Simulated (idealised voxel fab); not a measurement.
The following is a process module called voxel local oxidation.
In the cross-section labelled cut, the width is 205 nm and each square cell is 5 nm.
Throughout this document, each cross-section is represented as a grid of square cells and is presented as a sequence of bands enumerated from the top downward, where a band comprises one or more rows of cells.
A band entry consists of two parts. The first gives the height of the band's top and the height of its bottom, in nm. The rest lists the band's materials from left to right, each with its width in nm. A single material labelled with the word "all across" fills the band from edge to edge, and the word "empty" marks empty space.
Height is counted from the level 0, under which the received wafer is composed throughout of one material. The lowest of the bands is not closed at the bottom but continues downward, in the notation "0 -> down".
Width "30..40": first value at the band's top row of cells, second value at its bottom row, equal change from row to row.
Take "nothing was modified" at face value: in the step it is given for, the cross-section changed in none of its cells.
Empty spaces without an open route to the top, at least 8 cells in extent, make up the entry "Completely enclosed voids"; each is given as width x height at distance, where the distance is measured from the left edge, and all are in nm.
Formally, on a step line, whatever follows the settings is a remark that the simulator itself makes on the step.
Each step line may optionally specify "overlay nm", which for a step with a mask gives the rightward distance between the mask's planned place and where it lay, a negative value indicating the leftward direction.
The remainder of this document consists of a sequence of paired cross-sections. Each pair presents the cross-section prior to one process step together with the cross-section following it, the latter being rendered only as deep as the lowest band that underwent change. The intervening step, together with its settings, is stated beneath each pair. Because the pairs may originate from different runs of this module on the same starting wafer, a given pair is to be read as continuing from the preceding pair only where its entry headed "Prior to step" so indicates.

Prior to step
	0 -> down = Si all across
	Completely enclosed voids: none

Sectional View, Post-Process
	0 -> -5 = SiO2 all across
	All layers under -5 are left as they were.
	Completely enclosed voids: none
So what happened between those two cross-sections up there? OXIDIZE, depth nm 5

Prior to step: The initial state for this step is given by the after cross-section of the immediately preceding pair.

Sectional View, Post-Process
	15 -> 0 = SiN all across
	All layers under 0 are left as they were.
	Completely enclosed voids: none
So what happened between those two cross-sections up there? CONFORMAL_DEP, material SiN, thk nm 15

Prior to step: The initial state for this step is given by the after cross-section of the immediately preceding pair.

Sectional View, Post-Process
	25 -> 15 = aC all across
	All layers under 15 are left as they were.
	Completely enclosed voids: none
So what happened between those two cross-sections up there? DIRECTIONAL_DEP, material aC, thk nm 10

Prior to step: The initial state for this step is given by the after cross-section of the immediately preceding pair.

Sectional View, Post-Process
	55 -> 25 = empty: 35; resist: 130; empty: 40
	All layers under 25 are left as they were.
	Completely enclosed voids: none
So what happened between those two cross-sections up there? PATTERN, tone cover, mask id ACTIVE, material resist, width nm 130, thk nm 30, overlay nm 0

Prior to step: The initial state for this step is given by the after cross-section of the immediately preceding pair.

Sectional View, Post-Process
	45 -> 25 = empty: 35; resist: 130; empty: 40
	25 -> 15 = empty: 35; aC: 130; empty: 40
	All layers under 15 are left as they were.
	Completely enclosed voids: none
So what happened between those two cross-sections up there? DIRECTIONAL_ETCH, etch materials aC, depth nm 10

Prior to step: The initial state for this step is given by the after cross-section of the immediately preceding pair.

Sectional View, Post-Process
	25 -> 15 = empty: 35; aC: 130; empty: 40
	All layers under 15 are left as they were.
	Completely enclosed voids: none
So what happened between those two cross-sections up there? STRIP, etch materials resist

Prior to step: The initial state for this step is given by the after cross-section of the immediately preceding pair.

Sectional View, Post-Process
	25 -> 15 = empty: 35; aC: 130; empty: 40
	15 -> 0 = empty: 35; SiN: 130; empty: 40
	All layers under 0 are left as they were.
	Completely enclosed voids: none
So what happened between those two cross-sections up there? DIRECTIONAL_ETCH, etch materials SiN, depth nm 15

Prior to step: The initial state for this step is given by the after cross-section of the immediately preceding pair.

Sectional View, Post-Process
	15 -> 0 = empty: 35; SiN: 130; empty: 40
	All layers under 0 are left as they were.
	Completely enclosed voids: none
So what happened between those two cross-sections up there? STRIP, etch materials aC

Prior to step: The initial state for this step is given by the after cross-section of the immediately preceding pair.

Sectional View, Post-Process
	15 -> 0 = empty: 35; SiN: 130; empty: 40
	0 -> -5 = empty: 40; SiO2: 120; empty: 45
	All layers under -5 are left as they were.
	Completely enclosed voids: none
So what happened between those two cross-sections up there? SELECTIVE_ETCH, etch materials SiO2, depth nm 5

Prior to step: The initial state for this step is given by the after cross-section of the immediately preceding pair.

Sectional View, Post-Process
	15 -> 0 = empty: 35; SiN: 130; empty: 40
	0 -> -5 = empty: 40; SiO2: 120; empty: 45
	-5 -> -15 = SiO2: 50; Si: 100; SiO2: 55
	All layers under -15 are left as they were.
	Completely enclosed voids: none
So what happened between those two cross-sections up there? OXIDIZE, depth nm 10

Prior to step: The initial state for this step is given by the after cross-section of the immediately preceding pair.

Sectional View, Post-Process
	0 -> -5 = empty: 40; SiO2: 120; empty: 45
	All layers under -5 are left as they were.
	Completely enclosed voids: none
So what happened between those two cross-sections up there? STRIP, etch materials SiN

Prior to step
	45 -> 25 = empty: 35; resist: 130; empty: 40
	25 -> 15 = empty: 35; aC: 130; empty: 40
	15 -> 0 = SiN all across
	0 -> -5 = SiO2 all across
	-5 -> down = Si all across
	Completely enclosed voids: none

Sectional View, Post-Process
	45 -> 25 = empty: 35; resist: 130; empty: 40
	25 -> 15 = empty: 35; aC: 130; empty: 40
	15 -> 0 = empty: 35; SiN: 130; empty: 40
	All layers under 0 are left as they were.
	Completely enclosed voids: none
So what happened between those two cross-sections up there? DIRECTIONAL_ETCH, etch materials SiN, depth nm 15

Prior to step: The initial state for this step is given by the after cross-section of the immediately preceding pair.

Sectional View, Post-Process
	15 -> 0 = empty: 35; SiN: 130; empty: 40
	All layers under 0 are left as they were.
	Completely enclosed voids: none
So what happened between those two cross-sections up there? STRIP, etch materials aC

Prior to step
	45 -> 25 = empty: 35; resist: 130; empty: 40
	25 -> 15 = empty: 35; aC: 130; empty: 40
	15 -> 0 = empty: 35; SiN: 130; empty: 40
	0 -> -5 = SiO2 all across
	-5 -> down = Si all across
	Completely enclosed voids: none

Sectional View, Post-Process
	25 -> 15 = empty: 35; aC: 130; empty: 40
	All layers under 15 are left as they were.
	Completely enclosed voids: none
So what happened between those two cross-sections up there? STRIP, etch materials resist

Prior to step
	15 -> 0 = empty: 35; SiN: 130; empty: 40
	0 -> -5 = empty: 40; SiO2: 120; empty: 45
	-5 -> down = Si all across
	Completely enclosed voids: none

Sectional View, Post-Process
	15 -> 0 = empty: 35; SiN: 130; empty: 40
	0 -> -5 = empty: 40; SiO2: 120; empty: 45
	-5 -> -20 = SiO2: 55; Si: 90; SiO2: 60
	All layers under -20 are left as they were.
	Completely enclosed voids: none
So what happened between those two cross-sections up there? OXIDIZE, depth nm 15

Prior to step: The initial state for this step is given by the after cross-section of the immediately preceding pair.

Sectional View, Post-Process
	0 -> -5 = empty: 40; SiO2: 120; empty: 45
	All layers under -5 are left as they were.
	Completely enclosed voids: none
So what happened between those two cross-sections up there? STRIP, etch materials SiN

Prior to step
	25 -> 15 = aC all across
	15 -> 0 = SiN all across
	0 -> -5 = SiO2 all across
	-5 -> down = Si all across
	Completely enclosed voids: none

Sectional View, Post-Process
	55 -> 25 = empty: 30; resist: 140; empty: 35
	All layers under 25 are left as they were.
	Completely enclosed voids: none
So what happened between those two cross-sections up there? PATTERN, tone cover, mask id ACTIVE, material resist, width nm 140, thk nm 30, overlay nm 0

Prior to step: The initial state for this step is given by the after cross-section of the immediately preceding pair.

Sectional View, Post-Process
	45 -> 25 = empty: 30; resist: 140; empty: 35
	25 -> 15 = empty: 30; aC: 140; empty: 35
	All layers under 15 are left as they were.
	Completely enclosed voids: none
So what happened between those two cross-sections up there? DIRECTIONAL_ETCH, etch materials aC, depth nm 10

Prior to step: The initial state for this step is given by the after cross-section of the immediately preceding pair.

Sectional View, Post-Process
	25 -> 15 = empty: 30; aC: 140; empty: 35
	All layers under 15 are left as they were.
	Completely enclosed voids: none
So what happened between those two cross-sections up there? STRIP, etch materials resist

Prior to step: The initial state for this step is given by the after cross-section of the immediately preceding pair.

Sectional View, Post-Process
	25 -> 15 = empty: 30; aC: 140; empty: 35
	15 -> 0 = empty: 30; SiN: 140; empty: 35
	All layers under 0 are left as they were.
	Completely enclosed voids: none
So what happened between those two cross-sections up there? DIRECTIONAL_ETCH, etch materials SiN, depth nm 15

Prior to step: The initial state for this step is given by the after cross-section of the immediately preceding pair.

Sectional View, Post-Process
	15 -> 0 = empty: 30; SiN: 140; empty: 35
	All layers under 0 are left as they were.
	Completely enclosed voids: none
So what happened between those two cross-sections up there? STRIP, etch materials aC

Prior to step: The initial state for this step is given by the after cross-section of the immediately preceding pair.

Sectional View, Post-Process
	15 -> 0 = empty: 30; SiN: 140; empty: 35
	0 -> -5 = empty: 35; SiO2: 130; empty: 40
	All layers under -5 are left as they were.
	Completely enclosed voids: none
So what happened between those two cross-sections up there? SELECTIVE_ETCH, etch materials SiO2, depth nm 5

Prior to step: The initial state for this step is given by the after cross-section of the immediately preceding pair.

Sectional View, Post-Process
	15 -> 0 = empty: 30; SiN: 140; empty: 35
	0 -> -5 = empty: 35; SiO2: 130; empty: 40
	-5 -> -15 = SiO2: 45; Si: 110; SiO2: 50
	All layers under -15 are left as they were.
	Completely enclosed voids: none
So what happened between those two cross-sections up there? OXIDIZE, depth nm 10

Prior to step: The initial state for this step is given by the after cross-section of the immediately preceding pair.

Sectional View, Post-Process
	0 -> -5 = empty: 35; SiO2: 130; empty: 40
	All layers under -5 are left as they were.
	Completely enclosed voids: none
So what happened between those two cross-sections up there? STRIP, etch materials SiN

Prior to step
	25 -> 15 = aC all across
	15 -> 0 = SiN all across
	0 -> -5 = SiO2 all across
	-5 -> down = Si all across
	Completely enclosed voids: none

Sectional View, Post-Process
	55 -> 25 = empty: 25; resist: 130; empty: 50
	All layers under 25 are left as they were.
	Completely enclosed voids: none
So what happened between those two cross-sections up there? PATTERN, tone cover, mask id ACTIVE, material resist, width nm 130, thk nm 30, overlay nm -10

Prior to step: The initial state for this step is given by the after cross-section of the immediately preceding pair.

Sectional View, Post-Process
	45 -> 25 = empty: 25; resist: 130; empty: 50
	25 -> 15 = empty: 25; aC: 130; empty: 50
	All layers under 15 are left as they were.
	Completely enclosed voids: none
So what happened between those two cross-sections up there? DIRECTIONAL_ETCH, etch materials aC, depth nm 10

Prior to step: The initial state for this step is given by the after cross-section of the immediately preceding pair.

Sectional View, Post-Process
	25 -> 15 = empty: 25; aC: 130; empty: 50
	All layers under 15 are left as they were.
	Completely enclosed voids: none
So what happened between those two cross-sections up there? STRIP, etch materials resist

Prior to step: The initial state for this step is given by the after cross-section of the immediately preceding pair.

Sectional View, Post-Process
	25 -> 15 = empty: 25; aC: 130; empty: 50
	15 -> 0 = empty: 25; SiN: 130; empty: 50
	All layers under 0 are left as they were.
	Completely enclosed voids: none
So what happened between those two cross-sections up there? DIRECTIONAL_ETCH, etch materials SiN, depth nm 15

Prior to step: The initial state for this step is given by the after cross-section of the immediately preceding pair.

Sectional View, Post-Process
	15 -> 0 = empty: 25; SiN: 130; empty: 50
	All layers under 0 are left as they were.
	Completely enclosed voids: none
So what happened between those two cross-sections up there? STRIP, etch materials aC

Prior to step: The initial state for this step is given by the after cross-section of the immediately preceding pair.

Sectional View, Post-Process
	15 -> 0 = empty: 25; SiN: 130; empty: 50
	0 -> -5 = empty: 30; SiO2: 120; empty: 55
	All layers under -5 are left as they were.
	Completely enclosed voids: none
So what happened between those two cross-sections up there? SELECTIVE_ETCH, etch materials SiO2, depth nm 5

Prior to step: The initial state for this step is given by the after cross-section of the immediately preceding pair.

Sectional View, Post-Process
	15 -> 0 = empty: 25; SiN: 130; empty: 50
	0 -> -5 = empty: 30; SiO2: 120; empty: 55
	-5 -> -15 = SiO2: 40; Si: 100; SiO2: 65
	All layers under -15 are left as they were.
	Completely enclosed voids: none
So what happened between those two cross-sections up there? OXIDIZE, depth nm 10

Prior to step: The initial state for this step is given by the after cross-section of the immediately preceding pair.

Sectional View, Post-Process
	0 -> -5 = empty: 30; SiO2: 120; empty: 55
	All layers under -5 are left as they were.
	Completely enclosed voids: none
So what happened between those two cross-sections up there? STRIP, etch materials SiN

Prior to step
	15 -> 0 = SiN all across
	0 -> -5 = SiO2 all across
	-5 -> down = Si all across
	Completely enclosed voids: none

Sectional View, Post-Process
	25 -> 15 = SiO2 all across
	All layers under 15 are left as they were.
	Completely enclosed voids: none
So what happened between those two cross-sections up there? DIRECTIONAL_DEP, material SiO2, thk nm 10

Prior to step: The initial state for this step is given by the after cross-section of the immediately preceding pair.

Sectional View, Post-Process
	55 -> 25 = empty: 35; resist: 130; empty: 40
	All layers under 25 are left as they were.
	Completely enclosed voids: none
So what happened between those two cross-sections up there? PATTERN, tone cover, mask id ACTIVE, material resist, width nm 130, thk nm 30, overlay nm 0

Prior to step: The initial state for this step is given by the after cross-section of the immediately preceding pair.

Sectional View, Post-Process
	45 -> 25 = empty: 35; resist: 130; empty: 40
	All layers under 25 are left as they were.
	Completely enclosed voids: none
So what happened between those two cross-sections up there? DIRECTIONAL_ETCH, etch materials aC, depth nm 10

Prior to step: The initial state for this step is given by the after cross-section of the immediately preceding pair.

Sectional View, Post-Process
	25 -> 15 = SiO2 all across
	All layers under 15 are left as they were.
	Completely enclosed voids: none
So what happened between those two cross-sections up there? STRIP, etch materials resist

Prior to step: The initial state for this step is given by the after cross-section of the immediately preceding pair.

Sectional View, Post-Process
	20 -> 15 = SiO2 all across
	All layers under 15 are left as they were.
	Completely enclosed voids: none
So what happened between those two cross-sections up there? SELECTIVE_ETCH, etch materials SiO2, depth nm 5

Prior to step
	25 -> 15 = aC all across
	15 -> 0 = SiN all across
	0 -> -5 = SiO2 all across
	-5 -> down = Si all across
	Completely enclosed voids: none

Sectional View, Post-Process
	55 -> 25 = resist: 35; empty: 130; resist: 40
	All layers under 25 are left as they were.
	Completely enclosed voids: none
So what happened between those two cross-sections up there? PATTERN, tone open, mask id ACTIVE, material resist, width nm 130, thk nm 30, overlay nm 0

Prior to step: The initial state for this step is given by the after cross-section of the immediately preceding pair.

Sectional View, Post-Process
	45 -> 25 = resist: 35; empty: 130; resist: 40
	25 -> 15 = aC: 35; empty: 130; aC: 40
	All layers under 15 are left as they were.
	Completely enclosed voids: none
So what happened between those two cross-sections up there? DIRECTIONAL_ETCH, etch materials aC, depth nm 10

Prior to step: The initial state for this step is given by the after cross-section of the immediately preceding pair.

Sectional View, Post-Process
	25 -> 15 = aC: 35; empty: 130; aC: 40
	All layers under 15 are left as they were.
	Completely enclosed voids: none
So what happened between those two cross-sections up there? STRIP, etch materials resist

Prior to step: The initial state for this step is given by the after cross-section of the immediately preceding pair.

Sectional View, Post-Process
	25 -> 15 = aC: 35; empty: 130; aC: 40
	15 -> 0 = SiN: 35; empty: 130; SiN: 40
	All layers under 0 are left as they were.
	Completely enclosed voids: none
So what happened between those two cross-sections up there? DIRECTIONAL_ETCH, etch materials SiN, depth nm 15

Prior to step: The initial state for this step is given by the after cross-section of the immediately preceding pair.

Sectional View, Post-Process
	15 -> 0 = SiN: 35; empty: 130; SiN: 40
	All layers under 0 are left as they were.
	Completely enclosed voids: none
So what happened between those two cross-sections up there? STRIP, etch materials aC

Prior to step: The initial state for this step is given by the after cross-section of the immediately preceding pair.

Sectional View, Post-Process
	15 -> 0 = SiN: 35; empty: 130; SiN: 40
	0 -> -5 = SiO2: 30; empty: 140; SiO2: 35
	All layers under -5 are left as they were.
	Completely enclosed voids: none
So what happened between those two cross-sections up there? SELECTIVE_ETCH, etch materials SiO2, depth nm 5

Prior to step: The initial state for this step is given by the after cross-section of the immediately preceding pair.

Sectional View, Post-Process
	15 -> 0 = SiN: 35; empty: 130; SiN: 40
	0 -> -5 = SiO2: 30; empty: 140; SiO2: 35
	-5 -> -15 = Si: 20; SiO2: 160; Si: 25
	All layers under -15 are left as they were.
	Completely enclosed voids: none
So what happened between those two cross-sections up there? OXIDIZE, depth nm 10

Prior to step: The initial state for this step is given by the after cross-section of the immediately preceding pair.

Sectional View, Post-Process
	0 -> -5 = SiO2: 30; empty: 140; SiO2: 35
	All layers under -5 are left as they were.
	Completely enclosed voids: none
So what happened between those two cross-sections up there? STRIP, etch materials SiN
